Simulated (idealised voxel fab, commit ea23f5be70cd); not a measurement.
Module name: voxel gate over fins (process module)
This is section cut - it's 190 nm across, gridded in 5 nm square cells.
A cross-section is written here as square cells arranged in a grid, and it is given in bands from the top down, each band taking up one or more rows of cells. Basically the band line says how high the top is and how high the bottom is, in nm, and then what's in it from left to right, every material with its width in nm. Empty space shows up as "blank", and if a single material carries "full width" it runs the full band edge to edge. All heights in this document are referenced to 0, defined as the level beneath which the wafer, as received, consists entirely of one material. The lowest band is not bounded below; it extends indefinitely downward and is written in the form "from 0 down". Graded width ("30->40"): value in top row of band = first number; value in bottom row = second number; row-to-row change constant. What does "remains unaltered" mean for a step? It means no cell of the cross-section changed in that step. In the "Fully closed voids" entry, you get each enclosed empty space of 8 cells or more, one with no open way to the top, written width x height at distance, distance from the left edge, in nm. That trailing text on a step's line, after the settings, is the simulator's own remark on the step. "overlay nm" answers the question of how far to the right of plan the mask lay on a step that has a mask, and when it is negative the answer is to the left.
List of planned process steps
| 1 | RECEIVE | material Si |
| 2 | CONFORMAL_DEP | material SiN | thk nm 10 |
| 3 | MASKED_ETCH | tone cover | mask id FINS | width nm 15 | pitch nm 50 | etch materials SiN | depth nm 10 | overlay nm 0 |
| 4 | MASKED_ETCH | tone cover | mask id FINS | width nm 15 | pitch nm 50 | etch materials Si | depth nm 35 | overlay nm 0 |
| 5 | OXIDIZE | depth nm 5 |
| 6 | FILL_DEP | material SiO2 | thk nm 15 |
| 7 | CMP | height nm 10 |
| 8 | PATTERN | tone open | mask id RAIL | material resist | width nm 15 | thk nm 15 | overlay nm 0 |
| 9 | DIRECTIONAL_ETCH | etch materials SiO2 | depth nm 40 |
| 10 | STRIP | etch materials resist |
| 11 | CONFORMAL_DEP | material TiN | thk nm 5 |
| 12 | FILL_DEP | material Ru | thk nm 10 |
| 13 | CMP | height nm 10 |
| 14 | SELECTIVE_ETCH | etch materials W Ru TiN | depth nm 30 |
| 15 | FILL_DEP | material SiO2 | thk nm 5 |
| 16 | CMP | height nm 10 |
| 17 | SELECTIVE_ETCH | etch materials SiO2 | depth nm 25 |
| 18 | STRIP | etch materials SiN |
| 19 | CONFORMAL_DEP | material HfO2 | thk nm 5 |
| 20 | CONFORMAL_DEP | material TiN | thk nm 5 |
| 21 | CONFORMAL_DEP | material TiAl | thk nm 5 |
| 22 | CONFORMAL_DEP | material TiN | thk nm 5 |
| 23 | FILL_DEP | material W | thk nm 10 |
| 24 | CMP | height nm 25 |
| 25 | CONFORMAL_DEP | material SiN | thk nm 5 |
Incoming wafer in cross-section (state: after step 1)
	from 0 down: Si full width
	Fully closed voids: none
Starting structure and process plan are as shown above, but one mistake was made in running the module; the wafer cross-section at the end of the module follows
	from 30 to 25: SiN full width
	from 25 to 20: W full width
	from 20 to 15: 45 nm W; 45 nm TiN; 5 nm W; 45 nm TiN; 50 nm W
	from 15 to 10: 45 nm W; 5 nm TiN; 35 nm TiAl; 5 nm TiN; 5 nm W; 5 nm TiN; 35 nm TiAl; 5 nm TiN; 50 nm W
	from 10 to 5: 45 nm W; 5 nm TiN; 5 nm TiAl; 25 nm HfO2; 5 nm TiAl; 5 nm TiN; 5 nm W; 5 nm TiN; 5 nm TiAl; 25 nm HfO2; 5 nm TiAl; 5 nm TiN; 50 nm W
	from 5 to 0: 50 nm TiN; 5 nm TiAl; 5 nm HfO2; 15 nm TiN; 5 nm HfO2; 5 nm TiAl; 15 nm TiN; 5 nm TiAl; 5 nm HfO2; 15 nm TiN; 5 nm HfO2; 5 nm TiAl; 55 nm TiN
	from 0 to -5: 55 nm TiAl; 5 nm HfO2; 5 nm TiN; 5 nm Si; 5 nm TiN; 5 nm HfO2; 25 nm TiAl; 5 nm HfO2; 5 nm TiN; 5 nm Si; 5 nm TiN; 5 nm HfO2; 60 nm TiAl
	from -5 to -10: 60 nm HfO2; 5 nm TiN; 5 nm Si; 5 nm TiN; 35 nm HfO2; 5 nm TiN; 5 nm Si; 5 nm TiN; 65 nm HfO2
	from -10 to -15: 65 nm TiN; 5 nm Si; 45 nm TiN; 5 nm Si; 70 nm TiN
	from -15 to -20: 65 nm SiO2; 5 nm Si; 45 nm SiO2; 5 nm Si; 70 nm SiO2
	from -20 to -25: 65 nm SiO2; 5 nm Si; 15 nm SiO2; 5 nm TiN; 5 nm Ru; 5 nm TiN; 15 nm SiO2; 5 nm Si; 70 nm SiO2
	from -25 to -30: 65 nm SiO2; 5 nm Si; 15 nm SiO2; 15 nm TiN; 15 nm SiO2; 5 nm Si; 70 nm SiO2
	from -30 to -40: 65 nm SiO2; 5 nm Si; 45 nm SiO2; 5 nm Si; 70 nm SiO2
	from -40 down: Si full width
	Fully closed voids: none
The plan and the run diverged here: steps 19 and 20 got flipped, so each one ran where the other should have
